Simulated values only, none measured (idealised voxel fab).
process module | voxel capacitor over wiring
cross-section cut | 285 nm wide | cells 5 nm
A cross-section is a grid of square cells, given in bands from the top down. A band is one or more rows of cells.
Each band's line starts with the height of the band's top and of its bottom, in nm. Then come its materials from left to right, each with its width in nm. One material with "throughout" fills the band from edge to edge. "air" is empty space.
Height 0 is the level under which the wafer as received is all one material. The lowest band goes on downwards, as in "0 down".
A width such as "30 to 40" changes by the same amount from each row of cells to the next, from the band's top row to its bottom row.
"no change" after a step means that no cell of the cross-section changed.
closed voids: empty space of 8 cells or more with no open way to the top, each as width x height at its distance from the left edge, in nm
after a step's settings: what the simulator itself notes on the step
overlay nm, on a step with a mask: how far to the right of its planned place the mask lay; to the left if negative
plan
1 op RECEIVE | material Si
2 op CONFORMAL_DEP | material SiO2 | thk nm 15
3 op DIRECTIONAL_DEP | material TiN | thk nm 5
4 op DIRECTIONAL_DEP | material Ru | thk nm 20
5 op PATTERN | tone cover | mask id METAL_1 | material resist | width nm 30 | pitch nm 100 | thk nm 20 | overlay nm 0
6 op DIRECTIONAL_ETCH | etch materials Ru | depth nm 20
7 op DIRECTIONAL_ETCH | etch materials TiN | depth nm 5
8 op STRIP | etch materials resist
9 op FILL_DEP | material SiO2 | thk nm 10
10 op CMP | height nm 40
11 op CONFORMAL_DEP | material SiCN | thk nm 5
12 op DIRECTIONAL_DEP | material lowk | thk nm 15
13 op DIRECTIONAL_DEP | material aC | thk nm 15
14 op PATTERN | tone open | mask id PLUG_1 | material resist | width nm 15 | thk nm 30 | overlay nm 0
15 op DIRECTIONAL_ETCH | etch materials aC | depth nm 15
16 op STRIP | etch materials resist
17 op DIRECTIONAL_ETCH | etch materials lowk | depth nm 15
18 op DIRECTIONAL_ETCH | etch materials SiCN | depth nm 5
19 op STRIP | etch materials aC
20 op EPI | material Ru | thk nm 10
21 op EPI | material Ru | thk nm 10
22 op DIRECTIONAL_DEP | material TiN | thk nm 10
23 op DIRECTIONAL_DEP | material Al2O3 | thk nm 5
24 op DIRECTIONAL_DEP | material TiN | thk nm 5
25 op PATTERN | tone cover | mask id UPPER_PLATE | material resist | width nm 75 | thk nm 15 | overlay nm 0
26 op DIRECTIONAL_ETCH | etch materials TiN | depth nm 5
27 op DIRECTIONAL_ETCH | etch materials Al2O3 | depth nm 5
28 op STRIP | etch materials resist
29 op MASKED_ETCH | tone cover | mask id LOWER_PLATE | width nm 85 | etch materials TiN | depth nm 10 | overlay nm 0
30 op FILL_DEP | material SiO2 | thk nm 20
31 op CMP | height nm 95
32 op MASKED_ETCH | tone open | mask id PLUG_2 | width nm 15 | etch materials SiO2 | depth nm 15 | overlay nm 0
33 op CONFORMAL_DEP | material TiN | thk nm 5
34 op FILL_DEP | material Ru | thk nm 10
35 op CMP | height nm 95
36 op CONFORMAL_DEP | material SiN | thk nm 5
as received, after step 1
  0 down: Si throughout
  closed voids: none
a wafer at the end: this start, this plan, one mistake
  100 to 95: SiN throughout
  95 to 85: SiO2 100 | TiN 5 | Ru 5 | TiN 5 | SiO2 170
  85 to 75: SiO2 100 to 105 | TiN 15 to 60 | SiO2 170 to 120
  75 to 70: SiO2 105 | Al2O3 60 | SiO2 120
  70 to 60: SiO2 85 | TiN 5 | SiO2 15 | TiN 65 | SiO2 115
  60 to 55: lowk 90 | TiN 15 | lowk 180
  55 to 50: lowk 90 | Al2O3 15 | lowk 180
  50 to 45: lowk 90 | TiN 15 | lowk 180
  45 to 40: SiCN 90 | TiN 15 | SiCN 180
  40 to 20: Al2O3 throughout
  20 to 15: TiN throughout
  15 to 0: SiO2 throughout
  0 down: Si throughout
  closed voids: none
what went wrong: step 4 ran as: op DIRECTIONAL_DEP | material Al2O3 | thk nm 20
